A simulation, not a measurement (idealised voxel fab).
process module | voxel transistor to metal
cross-section cut | 150 nm wide | cells 5 nm
A cross-section is a grid of square cells, given in bands from the top down. A band is one or more rows of cells.
Each band's line starts with the height of the band's top and of its bottom, in nm. Then come its materials from left to right, each with its width in nm. One material with "throughout" fills the band from edge to edge. "air" is empty space.
Height 0 is the level under which the wafer as received is all one material. The lowest band goes on downwards, as in "0 down".
A width such as "30 to 40" changes by the same amount from each row of cells to the next, from the band's top row to its bottom row.
"no change" after a step means that no cell of the cross-section changed.
closed voids: empty space of 8 cells or more with no open way to the top, each as width x height at its distance from the left edge, in nm
after a step's settings: what the simulator itself notes on the step
overlay nm, on a step with a mask: how far to the right of its planned place the mask lay; to the left if negative
Each pair below shows a cross-section before one step and the cross-section after it, down to the lowest band that changed. The line under each pair gives the step between them, with its settings. The pairs can come from different runs of this module on the same starting wafer, so a pair continues from the pair above only where its "before" says so.
before
  125 to 110: aC 30 | air 15 | aC 60 | air 15 | aC 30
  110 to 75: SiO2 30 | air 15 | SiO2 60 | air 15 | SiO2 30
  75 to 70: SiCN throughout
  70 to 65: TiN 35 | Cu 5 | TiN 70 | Cu 5 | TiN 35
  65 to 50: SiO2 30 | TiN 5 | Cu 5 | TiN 5 | SiO2 60 | TiN 5 | Cu 5 | TiN 5 | SiO2 30
  50 to 45: SiN 30 | TiN 15 | SiN 60 | TiN 15 | SiN 30
  45 to 35: SiO2 30 | TiN 5 | W 20 to 15 | TiN 5 to 10 | SiO2 30 | TiN 5 to 10 | W 20 to 15 | TiN 5 | SiO2 30
  35 to 20: SiO2 30 | TiN 5 | W 15 | TiN 5 | SiN 10 | SiCN 20 | SiN 10 | TiN 5 | W 15 | TiN 5 | SiO2 30
  20 to 15: SiO2 30 | TiN 5 | W 15 | TiN 5 | SiN 10 | polySi 20 | SiN 10 | TiN 5 | W 15 | TiN 5 | SiO2 30
  15 to 10: SiO2 30 | TiN 25 | SiN 10 | polySi 20 | SiN 10 | TiN 25 | SiO2 30
  10 to 5: SiO2 30 | TiN 10 | nSi 15 | SiN 10 | polySi 20 | SiN 10 | nSi 15 | TiN 10 | SiO2 30
  5 to 0: SiO2 20 | SiN 10 | TiN 10 | nSi 15 | SiN 10 | polySi 20 | SiN 10 | nSi 15 | TiN 10 | SiN 10 | SiO2 20
  0 to -5: SiO2 30 | TiN 10 | nSi 15 | SiO2 40 | nSi 15 | TiN 10 | SiO2 30
  -5 to -20: SiO2 30 | nSi 25 | Si 40 | nSi 25 | SiO2 30
  -20 to -30: SiO2 30 | Si 90 | SiO2 30
  -30 down: Si throughout
  closed voids: none
after
  125 to 110: aC 30 | air 15 | aC 60 | air 15 | aC 30
  110 to 75: SiO2 30 | air 15 | SiO2 60 | air 15 | SiO2 30
  75 to 70: SiCN 30 | air 15 | SiCN 60 | air 15 | SiCN 30
  below 70: unchanged
  closed voids: none
the step between: op DIRECTIONAL_ETCH | etch materials SiCN | depth nm 5
before: the cross-section after the pair above
after
  110 to 75: SiO2 30 | air 15 | SiO2 60 | air 15 | SiO2 30
  below 75: unchanged
  closed voids: none
the step between: op STRIP | etch materials aC
before: the cross-section after the pair above
after
  115 to 110: TiN 35 | air 5 | TiN 70 | air 5 | TiN 35
  110 to 75: SiO2 30 | TiN 5 | air 5 | TiN 5 | SiO2 60 | TiN 5 | air 5 | TiN 5 | SiO2 30
  75 to 70: SiCN 30 | TiN 15 | SiCN 60 | TiN 15 | SiCN 30
  below 70: unchanged
  closed voids: none
the step between: op CONFORMAL_DEP | material TiN | thk nm 5
before: the cross-section after the pair above
after
  120 to 115: Cu throughout
  115 to 110: TiN 35 | Cu 5 | TiN 70 | Cu 5 | TiN 35
  110 to 75: SiO2 30 | TiN 5 | Cu 5 | TiN 5 | SiO2 60 | TiN 5 | Cu 5 | TiN 5 | SiO2 30
  below 75: unchanged
  closed voids: none
the step between: op FILL_DEP | material Cu | thk nm 5
before: the cross-section after the pair above
after
  110 to 75: SiO2 30 | TiN 5 | Cu 5 | TiN 5 | SiO2 60 | TiN 5 | Cu 5 | TiN 5 | SiO2 30
  below 75: unchanged
  closed voids: none
the step between: op CMP | height nm 110
before: the cross-section after the pair above
after
  115 to 110: SiN throughout
  below 110: unchanged
  closed voids: none
the step between: op CONFORMAL_DEP | material SiN | thk nm 5
before
  50 to 35: SiO2 throughout
  35 to 20: SiO2 55 | SiN 10 | SiCN 20 | SiN 10 | SiO2 55
  20 to 10: SiO2 55 | SiN 10 | polySi 20 | SiN 10 | SiO2 55
  10 to 5: SiO2 40 | nSi 15 | SiN 10 | polySi 20 | SiN 10 | nSi 15 | SiO2 40
  5 to 0: SiO2 20 | SiN 10 | SiO2 10 | nSi 15 | SiN 10 | polySi 20 | SiN 10 | nSi 15 | SiO2 10 | SiN 10 | SiO2 20
  0 to -5: SiO2 40 | nSi 15 | SiO2 40 | nSi 15 | SiO2 40
  -5 to -20: SiO2 30 | nSi 25 | Si 40 | nSi 25 | SiO2 30
  -20 to -30: SiO2 30 | Si 90 | SiO2 30
  -30 down: Si throughout
  closed voids: none
after
  50 to 35: SiO2 35 | air 20 | SiO2 40 | air 20 | SiO2 35
  35 to 20: SiO2 35 | air 20 | SiN 10 | SiCN 20 | SiN 10 | air 20 | SiO2 35
  20 to 10: SiO2 35 | air 20 | SiN 10 | polySi 20 | SiN 10 | air 20 | SiO2 35
  10 to 5: SiO2 35 | air 5 | nSi 15 | SiN 10 | polySi 20 | SiN 10 | nSi 15 | air 5 | SiO2 35
  5 to 0: SiO2 20 | SiN 10 | SiO2 5 | air 5 | nSi 15 | SiN 10 | polySi 20 | SiN 10 | nSi 15 | air 5 | SiO2 5 | SiN 10 | SiO2 20
  0 to -5: SiO2 35 | air 5 | nSi 15 | SiO2 40 | nSi 15 | air 5 | SiO2 35
  below -5: unchanged
  closed voids: none
the step between: op MASKED_ETCH | tone open | mask id CONTACT | width nm 20 | pitch nm 60 | etch materials SiO2 | depth nm 55 | overlay nm 0
before: the cross-section after the pair above
after
  55 to 50: TiN 40 | air 10 | TiN 50 | air 10 | TiN 40
  50 to 35: SiO2 35 | TiN 5 | air 10 | TiN 5 | SiO2 40 | TiN 5 | air 10 | TiN 5 | SiO2 35
  35 to 20: SiO2 35 | TiN 5 | air 10 | TiN 5 | SiN 10 | SiCN 20 | SiN 10 | TiN 5 | air 10 | TiN 5 | SiO2 35
  20 to 15: SiO2 35 | TiN 5 | air 10 | TiN 5 | SiN 10 | polySi 20 | SiN 10 | TiN 5 | air 10 | TiN 5 | SiO2 35
  15 to 10: SiO2 35 | TiN 20 | SiN 10 | polySi 20 | SiN 10 | TiN 20 | SiO2 35
  10 to 5: SiO2 35 | TiN 5 | nSi 15 | SiN 10 | polySi 20 | SiN 10 | nSi 15 | TiN 5 | SiO2 35
  5 to 0: SiO2 20 | SiN 10 | SiO2 5 | TiN 5 | nSi 15 | SiN 10 | polySi 20 | SiN 10 | nSi 15 | TiN 5 | SiO2 5 | SiN 10 | SiO2 20
  0 to -5: SiO2 35 | TiN 5 | nSi 15 | SiO2 40 | nSi 15 | TiN 5 | SiO2 35
  below -5: unchanged
  closed voids: none
the step between: op CONFORMAL_DEP | material TiN | thk nm 5
before: the cross-section after the pair above
after
  65 to 55: W throughout
  55 to 50: TiN 40 | W 10 | TiN 50 | W 10 | TiN 40
  50 to 35: SiO2 35 | TiN 5 | W 10 | TiN 5 | SiO2 40 | TiN 5 | W 10 | TiN 5 | SiO2 35
  35 to 20: SiO2 35 | TiN 5 | W 10 | TiN 5 | SiN 10 | SiCN 20 | SiN 10 | TiN 5 | W 10 | TiN 5 | SiO2 35
  20 to 15: SiO2 35 | TiN 5 | W 10 | TiN 5 | SiN 10 | polySi 20 | SiN 10 | TiN 5 | W 10 | TiN 5 | SiO2 35
  below 15: unchanged
  closed voids: none
the step between: op FILL_DEP | material W | thk nm 10
before: the cross-section after the pair above
after
  50 to 35: SiO2 35 | TiN 5 | W 10 | TiN 5 | SiO2 40 | TiN 5 | W 10 | TiN 5 | SiO2 35
  below 35: unchanged
  closed voids: none
the step between: op CMP | height nm 50
before: the cross-section after the pair above
after
  55 to 50: SiN throughout
  below 50: unchanged
  closed voids: none
the step between: op CONFORMAL_DEP | material SiN | thk nm 5
before: the cross-section after the pair above
after
  70 to 55: SiO2 throughout
  below 55: unchanged
  closed voids: none
the step between: op DIRECTIONAL_DEP | material SiO2 | thk nm 15
before: the cross-section after the pair above
after
  70 to 55: SiO2 30 | air 15 | SiO2 60 | air 15 | SiO2 30
  below 55: unchanged
  closed voids: none
the step between: op MASKED_ETCH | tone open | mask id METAL_1 | width nm 15 | pitch nm 75 | etch materials SiO2 | depth nm 15 | overlay nm 0
before: the cross-section after the pair above
after
  70 to 55: SiO2 30 | air 15 | SiO2 60 | air 15 | SiO2 30
  55 to 50: SiN 30 | air 15 | SiN 60 | air 15 | SiN 30
  below 50: unchanged
  closed voids: none
the step between: op MASKED_ETCH | tone open | mask id METAL_1 | width nm 15 | pitch nm 75 | etch materials SiN | depth nm 5 | overlay nm 0
before: the cross-section after the pair above
after
  75 to 70: TiN 35 | air 5 | TiN 70 | air 5 | TiN 35
  70 to 55: SiO2 30 | TiN 5 | air 5 | TiN 5 | SiO2 60 | TiN 5 | air 5 | TiN 5 | SiO2 30
  55 to 50: SiN 30 | TiN 15 | SiN 60 | TiN 15 | SiN 30
  below 50: unchanged
  closed voids: none
the step between: op CONFORMAL_DEP | material TiN | thk nm 5
before: the cross-section after the pair above
after
  85 to 75: Cu throughout
  75 to 70: TiN 35 | Cu 5 | TiN 70 | Cu 5 | TiN 35
  70 to 55: SiO2 30 | TiN 5 | Cu 5 | TiN 5 | SiO2 60 | TiN 5 | Cu 5 | TiN 5 | SiO2 30
  below 55: unchanged
  closed voids: none
the step between: op FILL_DEP | material Cu | thk nm 10
before: the cross-section after the pair above
after
  70 to 55: SiO2 30 | TiN 5 | Cu 5 | TiN 5 | SiO2 60 | TiN 5 | Cu 5 | TiN 5 | SiO2 30
  below 55: unchanged
  closed voids: none
the step between: op CMP | height nm 70
before: the cross-section after the pair above
after
  75 to 70: SiCN throughout
  below 70: unchanged
  closed voids: none
the step between: op CONFORMAL_DEP | material SiCN | thk nm 5
before: the cross-section after the pair above
after
  110 to 75: SiO2 throughout
  below 75: unchanged
  closed voids: none
the step between: op DIRECTIONAL_DEP | material SiO2 | thk nm 35
before: the cross-section after the pair above
after
  130 to 110: resist 30 | air 15 | resist 60 | air 15 | resist 30
  below 110: unchanged
  closed voids: none
the step between: op PATTERN | tone open | mask id METAL_2 | material resist | width nm 15 | pitch nm 75 | thk nm 20 | overlay nm 0
before: the cross-section after the pair above
after
  130 to 110: resist 30 | air 15 | resist 60 | air 15 | resist 30
  110 to 90: SiO2 30 | air 15 | SiO2 60 | air 15 | SiO2 30
  below 90: unchanged
  closed voids: none
the step between: op DIRECTIONAL_ETCH | etch materials SiO2 | depth nm 20
before: the cross-section after the pair above
after
  110 to 90: SiO2 30 | air 15 | SiO2 60 | air 15 | SiO2 30
  below 90: unchanged
  closed voids: none
the step between: op STRIP | etch materials resist
before: the cross-section after the pair above
after
  125 to 110: aC 30 | air 15 | aC 60 | air 15 | aC 30
  110 to 105: SiO2 30 | air 15 | SiO2 60 | air 15 | SiO2 30
  105 to 90: SiO2 30 | aC 15 | SiO2 60 | aC 15 | SiO2 30
  below 90: unchanged
  closed voids: none
the step between: op DIRECTIONAL_DEP | material aC | thk nm 15
before: the cross-section after the pair above
after
  155 to 125: resist 30 | air 15 | resist 60 | air 15 | resist 30
  below 125: unchanged
  closed voids: none
the step between: op PATTERN | tone open | mask id METAL_2_HOLES | material resist | width nm 15 | pitch nm 75 | thk nm 30 | overlay nm 0
before: the cross-section after the pair above
after
  140 to 125: resist 30 | air 15 | resist 60 | air 15 | resist 30
  125 to 110: aC 30 | air 15 | aC 60 | air 15 | aC 30
  110 to 90: SiO2 30 | air 15 | SiO2 60 | air 15 | SiO2 30
  below 90: unchanged
  closed voids: none
the step between: op DIRECTIONAL_ETCH | etch materials aC | depth nm 15
before: the cross-section after the pair above
after
  125 to 110: aC 30 | air 15 | aC 60 | air 15 | aC 30
  below 110: unchanged
  closed voids: none
the step between: op STRIP | etch materials resist
before: the cross-section after the pair above
after
  125 to 110: aC 30 | air 15 | aC 60 | air 15 | aC 30
  110 to 75: SiO2 30 | air 15 | SiO2 60 | air 15 | SiO2 30
  below 75: unchanged
  closed voids: none
the step between: op DIRECTIONAL_ETCH | etch materials SiO2 | depth nm 15
before: the cross-section after the pair above
after
  125 to 110: aC 30 | air 15 | aC 60 | air 15 | aC 30
  110 to 75: SiO2 30 | air 15 | SiO2 60 | air 15 | SiO2 30
  75 to 70: SiCN 30 | air 15 | SiCN 60 | air 15 | SiCN 30
  below 70: unchanged
  closed voids: none
the step between: op DIRECTIONAL_ETCH | etch materials SiCN | depth nm 5
before: the cross-section after the pair above
after
  110 to 75: SiO2 30 | air 15 | SiO2 60 | air 15 | SiO2 30
  below 75: unchanged
  closed voids: none
the step between: op STRIP | etch materials aC
before: the cross-section after the pair above
after
  115 to 110: TiN 35 | air 5 | TiN 70 | air 5 | TiN 35
  110 to 75: SiO2 30 | TiN 5 | air 5 | TiN 5 | SiO2 60 | TiN 5 | air 5 | TiN 5 | SiO2 30
  75 to 70: SiCN 30 | TiN 15 | SiCN 60 | TiN 15 | SiCN 30
  below 70: unchanged
  closed voids: none
the step between: op CONFORMAL_DEP | material TiN | thk nm 5
before: the cross-section after the pair above
after
  120 to 115: Cu throughout
  115 to 110: TiN 35 | Cu 5 | TiN 70 | Cu 5 | TiN 35
  110 to 75: SiO2 30 | TiN 5 | Cu 5 | TiN 5 | SiO2 60 | TiN 5 | Cu 5 | TiN 5 | SiO2 30
  below 75: unchanged
  closed voids: none
the step between: op FILL_DEP | material Cu | thk nm 5
before: the cross-section after the pair above
after
  110 to 75: SiO2 30 | TiN 5 | Cu 5 | TiN 5 | SiO2 60 | TiN 5 | Cu 5 | TiN 5 | SiO2 30
  below 75: unchanged
  closed voids: none
the step between: op CMP | height nm 110
before: the cross-section after the pair above
after
  115 to 110: SiN throughout
  below 110: unchanged
  closed voids: none
the step between: op CONFORMAL_DEP | material SiN | thk nm 5
before
  50 to 35: SiO2 throughout
  35 to 20: SiO2 55 | SiN 10 | SiCN 20 | SiN 10 | SiO2 55
  20 to 10: SiO2 55 | SiN 10 | polySi 20 | SiN 10 | SiO2 55
  10 to 5: SiO2 40 | nSi 15 | SiN 10 | polySi 20 | SiN 10 | nSi 15 | SiO2 40
  5 to 0: SiO2 20 | SiN 10 | SiO2 10 | nSi 15 | SiN 10 | polySi 20 | SiN 10 | nSi 15 | SiO2 10 | SiN 10 | SiO2 20
  0 to -5: SiO2 40 | nSi 15 | SiO2 40 | nSi 15 | SiO2 40
  -5 to -20: SiO2 30 | nSi 25 | Si 40 | nSi 25 | SiO2 30
  -20 to -30: SiO2 30 | Si 90 | SiO2 30
  -30 down: Si throughout
  closed voids: none
after
  50 to 35: SiO2 20 | air 30 | SiO2 30 | air 30 | SiO2 40
  35 to 20: SiO2 20 | air 30 | SiO2 5 | SiN 10 | SiCN 20 | SiN 10 | air 15 | SiO2 40
  20 to 10: SiO2 20 | air 30 | SiO2 5 | SiN 10 | polySi 20 | SiN 10 | air 15 | SiO2 40
  10 to 5: SiO2 20 | air 20 | nSi 15 | SiN 10 | polySi 20 | SiN 10 | nSi 15 | SiO2 40
  5 to 0: SiO2 20 | SiN 10 | air 10 | nSi 15 | SiN 10 | polySi 20 | SiN 10 | nSi 15 | SiO2 10 | SiN 10 | SiO2 20
  0 to -5: SiO2 30 | air 10 | nSi 15 | SiO2 40 | nSi 15 | SiO2 40
  below -5: unchanged
  closed voids: none
the step between: op MASKED_ETCH | tone open | mask id CONTACT | width nm 30 | pitch nm 60 | etch materials SiO2 | depth nm 55 | overlay nm -10
before: the cross-section after the pair above
after
  55 to 50: TiN 25 | air 20 | TiN 40 | air 20 | TiN 45
  50 to 40: SiO2 20 | TiN 5 | air 20 | TiN 5 | SiO2 30 | TiN 5 | air 20 | TiN 5 | SiO2 40
  40 to 35: SiO2 20 | TiN 5 | air 20 | TiN 5 | SiO2 30 | TiN 20 | air 5 | TiN 5 | SiO2 40
  35 to 20: SiO2 20 | TiN 5 | air 20 | TiN 5 | SiO2 5 | SiN 10 | SiCN 20 | SiN 10 | TiN 5 | air 5 | TiN 5 | SiO2 40
  20 to 15: SiO2 20 | TiN 5 | air 20 | TiN 5 | SiO2 5 | SiN 10 | polySi 20 | SiN 10 | TiN 5 | air 5 | TiN 5 | SiO2 40
  15 to 10: SiO2 20 | TiN 5 | air 10 | TiN 15 | SiO2 5 | SiN 10 | polySi 20 | SiN 10 | TiN 15 | SiO2 40
  10 to 5: SiO2 20 | TiN 20 | nSi 15 | SiN 10 | polySi 20 | SiN 10 | nSi 15 | SiO2 40
  5 to 0: SiO2 20 | SiN 10 | TiN 10 | nSi 15 | SiN 10 | polySi 20 | SiN 10 | nSi 15 | SiO2 10 | SiN 10 | SiO2 20
  0 to -5: SiO2 30 | TiN 10 | nSi 15 | SiO2 40 | nSi 15 | SiO2 40
  below -5: unchanged
  closed voids: none
the step between: op CONFORMAL_DEP | material TiN | thk nm 5
before: the cross-section after the pair above
after
  65 to 55: W throughout
  55 to 50: TiN 25 | W 20 | TiN 40 | W 20 | TiN 45
  50 to 40: SiO2 20 | TiN 5 | W 20 | TiN 5 | SiO2 30 | TiN 5 | W 20 | TiN 5 | SiO2 40
  40 to 35: SiO2 20 | TiN 5 | W 20 | TiN 5 | SiO2 30 | TiN 20 | W 5 | TiN 5 | SiO2 40
  35 to 20: SiO2 20 | TiN 5 | W 20 | TiN 5 | SiO2 5 | SiN 10 | SiCN 20 | SiN 10 | TiN 5 | W 5 | TiN 5 | SiO2 40
  20 to 15: SiO2 20 | TiN 5 | W 20 | TiN 5 | SiO2 5 | SiN 10 | polySi 20 | SiN 10 | TiN 5 | W 5 | TiN 5 | SiO2 40
  15 to 10: SiO2 20 | TiN 5 | W 10 | TiN 15 | SiO2 5 | SiN 10 | polySi 20 | SiN 10 | TiN 15 | SiO2 40
  below 10: unchanged
  closed voids: none
the step between: op FILL_DEP | material W | thk nm 10
before: the cross-section after the pair above
after
  50 to 40: SiO2 20 | TiN 5 | W 20 | TiN 5 | SiO2 30 | TiN 5 | W 20 | TiN 5 | SiO2 40
  below 40: unchanged
  closed voids: none
the step between: op CMP | height nm 50
before: the cross-section after the pair above
after
  55 to 50: SiN throughout
  below 50: unchanged
  closed voids: none
the step between: op CONFORMAL_DEP | material SiN | thk nm 5
before: the cross-section after the pair above
after
  70 to 55: SiO2 throughout
  below 55: unchanged
  closed voids: none
the step between: op DIRECTIONAL_DEP | material SiO2 | thk nm 15
before: the cross-section after the pair above
after
  70 to 55: SiO2 30 | air 15 | SiO2 60 | air 15 | SiO2 30
  below 55: unchanged
  closed voids: none
the step between: op MASKED_ETCH | tone open | mask id METAL_1 | width nm 15 | pitch nm 75 | etch materials SiO2 | depth nm 15 | overlay nm 0
before: the cross-section after the pair above
after
  70 to 55: SiO2 30 | air 15 | SiO2 60 | air 15 | SiO2 30
  55 to 50: SiN 30 | air 15 | SiN 60 | air 15 | SiN 30
  below 50: unchanged
  closed voids: none
the step between: op MASKED_ETCH | tone open | mask id METAL_1 | width nm 15 | pitch nm 75 | etch materials SiN | depth nm 5 | overlay nm 0
before: the cross-section after the pair above
after
  75 to 70: TiN 35 | air 5 | TiN 70 | air 5 | TiN 35
  70 to 55: SiO2 30 | TiN 5 | air 5 | TiN 5 | SiO2 60 | TiN 5 | air 5 | TiN 5 | SiO2 30
  55 to 50: SiN 30 | TiN 15 | SiN 60 | TiN 15 | SiN 30
  below 50: unchanged
  closed voids: none
the step between: op CONFORMAL_DEP | material TiN | thk nm 5
before: the cross-section after the pair above
after
  85 to 75: Cu throughout
  75 to 70: TiN 35 | Cu 5 | TiN 70 | Cu 5 | TiN 35
  70 to 55: SiO2 30 | TiN 5 | Cu 5 | TiN 5 | SiO2 60 | TiN 5 | Cu 5 | TiN 5 | SiO2 30
  below 55: unchanged
  closed voids: none
the step between: op FILL_DEP | material Cu | thk nm 10
before: the cross-section after the pair above
after
  70 to 55: SiO2 30 | TiN 5 | Cu 5 | TiN 5 | SiO2 60 | TiN 5 | Cu 5 | TiN 5 | SiO2 30
  below 55: unchanged
  closed voids: none
the step between: op CMP | height nm 70
before: the cross-section after the pair above
after
  75 to 70: SiCN throughout
  below 70: unchanged
  closed voids: none
the step between: op CONFORMAL_DEP | material SiCN | thk nm 5
before: the cross-section after the pair above
after
  110 to 75: SiO2 throughout
  below 75: unchanged
  closed voids: none
the step between: op DIRECTIONAL_DEP | material SiO2 | thk nm 35
before: the cross-section after the pair above
after
  130 to 110: resist 30 | air 15 | resist 60 | air 15 | resist 30
  below 110: unchanged
  closed voids: none
the step between: op PATTERN | tone open | mask id METAL_2 | material resist | width nm 15 | pitch nm 75 | thk nm 20 | overlay nm 0
before: the cross-section after the pair above
after
  130 to 110: resist 30 | air 15 | resist 60 | air 15 | resist 30
  110 to 90: SiO2 30 | air 15 | SiO2 60 | air 15 | SiO2 30
  below 90: unchanged
  closed voids: none
the step between: op DIRECTIONAL_ETCH | etch materials SiO2 | depth nm 20
before: the cross-section after the pair above
after
  110 to 90: SiO2 30 | air 15 | SiO2 60 | air 15 | SiO2 30
  below 90: unchanged
  closed voids: none
the step between: op STRIP | etch materials resist
before: the cross-section after the pair above
after
  125 to 110: aC 30 | air 15 | aC 60 | air 15 | aC 30
  110 to 105: SiO2 30 | air 15 | SiO2 60 | air 15 | SiO2 30
  105 to 90: SiO2 30 | aC 15 | SiO2 60 | aC 15 | SiO2 30
  below 90: unchanged
  closed voids: none
the step between: op DIRECTIONAL_DEP | material aC | thk nm 15
before: the cross-section after the pair above
after
  155 to 125: resist 30 | air 15 | resist 60 | air 15 | resist 30
  below 125: unchanged
  closed voids: none
the step between: op PATTERN | tone open | mask id METAL_2_HOLES | material resist | width nm 15 | pitch nm 75 | thk nm 30 | overlay nm 0
before: the cross-section after the pair above
after
  140 to 125: resist 30 | air 15 | resist 60 | air 15 | resist 30
  125 to 110: aC 30 | air 15 | aC 60 | air 15 | aC 30
  110 to 90: SiO2 30 | air 15 | SiO2 60 | air 15 | SiO2 30
  below 90: unchanged
  closed voids: none
the step between: op DIRECTIONAL_ETCH | etch materials aC | depth nm 15
before: the cross-section after the pair above
after
  125 to 110: aC 30 | air 15 | aC 60 | air 15 | aC 30
  below 110: unchanged
  closed voids: none
the step between: op STRIP | etch materials resist
before: the cross-section after the pair above
after
  125 to 110: aC 30 | air 15 | aC 60 | air 15 | aC 30
  110 to 75: SiO2 30 | air 15 | SiO2 60 | air 15 | SiO2 30
  below 75: unchanged
  closed voids: none
the step between: op DIRECTIONAL_ETCH | etch materials SiO2 | depth nm 15
before: the cross-section after the pair above
after
  125 to 110: aC 30 | air 15 | aC 60 | air 15 | aC 30
  110 to 75: SiO2 30 | air 15 | SiO2 60 | air 15 | SiO2 30
  75 to 70: SiCN 30 | air 15 | SiCN 60 | air 15 | SiCN 30
  below 70: unchanged
  closed voids: none
the step between: op DIRECTIONAL_ETCH | etch materials SiCN | depth nm 5
before: the cross-section after the pair above
after
  110 to 75: SiO2 30 | air 15 | SiO2 60 | air 15 | SiO2 30
  below 75: unchanged
  closed voids: none
the step between: op STRIP | etch materials aC
before: the cross-section after the pair above
after
  115 to 110: TiN 35 | air 5 | TiN 70 | air 5 | TiN 35
  110 to 75: SiO2 30 | TiN 5 | air 5 | TiN 5 | SiO2 60 | TiN 5 | air 5 | TiN 5 | SiO2 30
  75 to 70: SiCN 30 | TiN 15 | SiCN 60 | TiN 15 | SiCN 30
  below 70: unchanged
  closed voids: none
the step between: op CONFORMAL_DEP | material TiN | thk nm 5
before: the cross-section after the pair above
after
  120 to 115: Cu throughout
  115 to 110: TiN 35 | Cu 5 | TiN 70 | Cu 5 | TiN 35
  110 to 75: SiO2 30 | TiN 5 | Cu 5 | TiN 5 | SiO2 60 | TiN 5 | Cu 5 | TiN 5 | SiO2 30
  below 75: unchanged
  closed voids: none
the step between: op FILL_DEP | material Cu | thk nm 5
before: the cross-section after the pair above
after
  110 to 75: SiO2 30 | TiN 5 | Cu 5 | TiN 5 | SiO2 60 | TiN 5 | Cu 5 | TiN 5 | SiO2 30
  below 75: unchanged
  closed voids: none
the step between: op CMP | height nm 110
before: the cross-section after the pair above
after
  115 to 110: SiN throughout
  below 110: unchanged
  closed voids: none
the step between: op CONFORMAL_DEP | material SiN | thk nm 5
before
  50 to 35: SiO2 30 | air 30 | SiO2 30 | air 30 | SiO2 30
  35 to 20: SiO2 30 | air 25 | SiN 10 | SiCN 20 | SiN 10 | air 25 | SiO2 30
  20 to 10: SiO2 30 | air 25 | SiN 10 | polySi 20 | SiN 10 | air 25 | SiO2 30
  10 to 5: SiO2 30 | air 10 | nSi 15 | SiN 10 | polySi 20 | SiN 10 | nSi 15 | air 10 | SiO2 30
  5 to 0: SiO2 20 | SiN 10 | air 10 | nSi 15 | SiN 10 | polySi 20 | SiN 10 | nSi 15 | air 10 | SiN 10 | SiO2 20
  0 to -5: SiO2 30 | air 10 | nSi 15 | SiO2 40 | nSi 15 | air 10 | SiO2 30
  -5 to -20: SiO2 30 | nSi 25 | Si 40 | nSi 25 | SiO2 30
  -20 to -30: SiO2 30 | Si 90 | SiO2 30
  -30 down: Si throughout
  closed voids: none
after
  55 to 50: aC 35 | air 20 | aC 40 | air 20 | aC 35
  50 to 40: SiO2 30 | aC 5 | air 20 | aC 5 | SiO2 30 | aC 5 | air 20 | aC 5 | SiO2 30
  40 to 35: SiO2 30 | aC 5 | air 15 | aC 10 | SiO2 30 | aC 10 | air 15 | aC 5 | SiO2 30
  35 to 20: SiO2 30 | aC 5 | air 15 | aC 5 | SiN 10 | SiCN 20 | SiN 10 | aC 5 | air 15 | aC 5 | SiO2 30
  20 to 15: SiO2 30 | aC 5 | air 15 | aC 5 | SiN 10 | polySi 20 | SiN 10 | aC 5 | air 15 | aC 5 | SiO2 30
  15 to 10: SiO2 30 | aC 25 | SiN 10 | polySi 20 | SiN 10 | aC 25 | SiO2 30
  10 to 5: SiO2 30 | aC 10 | nSi 15 | SiN 10 | polySi 20 | SiN 10 | nSi 15 | aC 10 | SiO2 30
  5 to 0: SiO2 20 | SiN 10 | aC 10 | nSi 15 | SiN 10 | polySi 20 | SiN 10 | nSi 15 | aC 10 | SiN 10 | SiO2 20
  0 to -5: SiO2 30 | aC 10 | nSi 15 | SiO2 40 | nSi 15 | aC 10 | SiO2 30
  below -5: unchanged
  closed voids: none
the step between: op CONFORMAL_DEP | material aC | thk nm 5
before: the cross-section after the pair above
after
  65 to 55: W throughout
  55 to 50: aC 35 | W 20 | aC 40 | W 20 | aC 35
  50 to 40: SiO2 30 | aC 5 | W 20 | aC 5 | SiO2 30 | aC 5 | W 20 | aC 5 | SiO2 30
  40 to 35: SiO2 30 | aC 5 | W 15 | aC 10 | SiO2 30 | aC 10 | W 15 | aC 5 | SiO2 30
  35 to 20: SiO2 30 | aC 5 | W 15 | aC 5 | SiN 10 | SiCN 20 | SiN 10 | aC 5 | W 15 | aC 5 | SiO2 30
  20 to 15: SiO2 30 | aC 5 | W 15 | aC 5 | SiN 10 | polySi 20 | SiN 10 | aC 5 | W 15 | aC 5 | SiO2 30
  below 15: unchanged
  closed voids: none
the step between: op FILL_DEP | material W | thk nm 10
before: the cross-section after the pair above
after
  50 to 40: SiO2 30 | aC 5 | W 20 | aC 5 | SiO2 30 | aC 5 | W 20 | aC 5 | SiO2 30
  below 40: unchanged
  closed voids: none
the step between: op CMP | height nm 50
before: the cross-section after the pair above
after
  55 to 50: SiN throughout
  below 50: unchanged
  closed voids: none
the step between: op CONFORMAL_DEP | material SiN | thk nm 5
before: the cross-section after the pair above
after
  70 to 55: SiO2 throughout
  below 55: unchanged
  closed voids: none
the step between: op DIRECTIONAL_DEP | material SiO2 | thk nm 15
before: the cross-section after the pair above
after
  70 to 55: SiO2 30 | air 15 | SiO2 60 | air 15 | SiO2 30
  below 55: unchanged
  closed voids: none
the step between: op MASKED_ETCH | tone open | mask id METAL_1 | width nm 15 | pitch nm 75 | etch materials SiO2 | depth nm 15 | overlay nm 0
before: the cross-section after the pair above
after
  70 to 55: SiO2 30 | air 15 | SiO2 60 | air 15 | SiO2 30
  55 to 50: SiN 30 | air 15 | SiN 60 | air 15 | SiN 30
  below 50: unchanged
  closed voids: none
the step between: op MASKED_ETCH | tone open | mask id METAL_1 | width nm 15 | pitch nm 75 | etch materials SiN | depth nm 5 | overlay nm 0
before: the cross-section after the pair above
after
  75 to 70: TiN 35 | air 5 | TiN 70 | air 5 | TiN 35
  70 to 55: SiO2 30 | TiN 5 | air 5 | TiN 5 | SiO2 60 | TiN 5 | air 5 | TiN 5 | SiO2 30
  55 to 50: SiN 30 | TiN 15 | SiN 60 | TiN 15 | SiN 30
  below 50: unchanged
  closed voids: none
the step between: op CONFORMAL_DEP | material TiN | thk nm 5
before: the cross-section after the pair above
after
  85 to 75: Cu throughout
  75 to 70: TiN 35 | Cu 5 | TiN 70 | Cu 5 | TiN 35
  70 to 55: SiO2 30 | TiN 5 | Cu 5 | TiN 5 | SiO2 60 | TiN 5 | Cu 5 | TiN 5 | SiO2 30
  below 55: unchanged
  closed voids: none
the step between: op FILL_DEP | material Cu | thk nm 10
before: the cross-section after the pair above
after
  70 to 55: SiO2 30 | TiN 5 | Cu 5 | TiN 5 | SiO2 60 | TiN 5 | Cu 5 | TiN 5 | SiO2 30
  below 55: unchanged
  closed voids: none
the step between: op CMP | height nm 70
before: the cross-section after the pair above
after
  75 to 70: SiCN throughout
  below 70: unchanged
  closed voids: none
the step between: op CONFORMAL_DEP | material SiCN | thk nm 5
before: the cross-section after the pair above
after
  110 to 75: SiO2 throughout
  below 75: unchanged
  closed voids: none
the step between: op DIRECTIONAL_DEP | material SiO2 | thk nm 35
before: the cross-section after the pair above
after
  130 to 110: resist 30 | air 15 | resist 60 | air 15 | resist 30
  below 110: unchanged
  closed voids: none
the step between: op PATTERN | tone open | mask id METAL_2 | material resist | width nm 15 | pitch nm 75 | thk nm 20 | overlay nm 0
